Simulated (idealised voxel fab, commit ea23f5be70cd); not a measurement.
The name of this process module is voxel wiring stack.
285 nm wide, 5 nm square cells: that's cross-section cut.
Cross-section format: a grid of square cells, given as bands from top to bottom; each band is one or more rows of cells.
Heights first: top, then bottom, in nm. Then materials, left to right, each with a width in nm. "full width" on a single material: fills the band edge to edge. "empty": empty space.
Below 0: as-received wafer, all one material; heights counted from there. Lowest band: no bottom, goes on down, written "0..down".
Think of "30..40" as a width that walks from the first number to the second as you go down the band, top row to bottom row, taking equal-sized steps from row to row.
Step marked "changes: none"? Then no cell in the cross-section changed in it.
"Voids, fully enclosed" enumerates empty spaces isolated from the top, with no open way to it, that contain at least 8 cells, giving each as width x height at distance from the left edge, all three in nm.
What comes after the settings on a step's line is commentary from the simulator itself on that step.
"overlay nm" answers the question of how far to the right of plan the mask lay on a step that has a mask, and when it is negative the answer is to the left.
The process steps that were planned are listed below
step 1: RECEIVE [material Si]
step 2: CONFORMAL_DEP [material SiO2] [thk nm 15]
step 3: CONFORMAL_DEP [material SiCN] [thk nm 5]
step 4: DIRECTIONAL_DEP [material SiO2] [thk nm 25]
step 5: PATTERN [tone open] [mask id METAL_1] [material resist] [width nm 25] [pitch nm 45] [thk nm 20] [overlay nm 0]
step 6: DIRECTIONAL_ETCH [etch materials SiO2] [depth nm 25]
step 7: DIRECTIONAL_ETCH [etch materials SiCN] [depth nm 5]
step 8: STRIP [etch materials resist]
step 9: CONFORMAL_DEP [material TiN] [thk nm 5]
step 10: FILL_DEP [material Cu] [thk nm 10]
step 11: CMP [height nm 45]
step 12: CONFORMAL_DEP [material SiCN] [thk nm 5]
step 13: DIRECTIONAL_DEP [material lowk] [thk nm 35]
step 14: PATTERN [tone open] [mask id METAL_2] [material resist] [width nm 25] [pitch nm 45] [thk nm 15] [overlay nm -15]
step 15: DIRECTIONAL_ETCH [etch materials lowk] [depth nm 20]
step 16: STRIP [etch materials resist]
step 17: MASKED_ETCH [tone open] [mask id METAL_2_HOLES] [width nm 15] [etch materials lowk] [depth nm 15] [overlay nm 0]
step 18: MASKED_ETCH [tone open] [mask id METAL_2_HOLES] [width nm 15] [etch materials SiCN] [depth nm 5] [overlay nm 0]
step 19: CONFORMAL_DEP [material TiN] [thk nm 5]
step 20: FILL_DEP [material Ru] [thk nm 10]
step 21: CMP [height nm 85]
step 22: CONFORMAL_DEP [material SiN] [thk nm 5]
The plan's step 14 overlay nm is the first wafer's value; the wafers differ in this setting and start identical.
Sectional view: first of several wafers, as received, after step 1
  0..down = Si full width
  Voids, fully enclosed: none
So in this table every wafer gets its own row, and what you see is where it stands at the end of the module: for each material, how many cells it picked up (+) or gave up (-) since we received it, and after that its closed voids
overlay nm -15; +30 Cu; +20 Ru; +102 SiCN; +57 SiN; +406 SiO2; +61 TiN; +350 lowk; Voids, fully enclosed: none
overlay nm -10; +30 Cu; +22 Ru; +101 SiCN; +57 SiN; +406 SiO2; +60 TiN; +350 lowk; Voids, fully enclosed: none
overlay nm -5; +30 Cu; +22 Ru; +101 SiCN; +57 SiN; +406 SiO2; +60 TiN; +350 lowk; Voids, fully enclosed: none
overlay nm 0; +30 Cu; +22 Ru; +101 SiCN; +57 SiN; +406 SiO2; +60 TiN; +350 lowk; Voids, fully enclosed: none
overlay nm 5; +30 Cu; +20 Ru; +102 SiCN; +57 SiN; +406 SiO2; +61 TiN; +350 lowk; Voids, fully enclosed: none
overlay nm 10; +30 Cu; +22 Ru; +103 SiCN; +57 SiN; +406 SiO2; +58 TiN; +350 lowk; Voids, fully enclosed: none
overlay nm 15; +30 Cu; +24 Ru; +104 SiCN; +57 SiN; +406 SiO2; +55 TiN; +350 lowk; Voids, fully enclosed: none
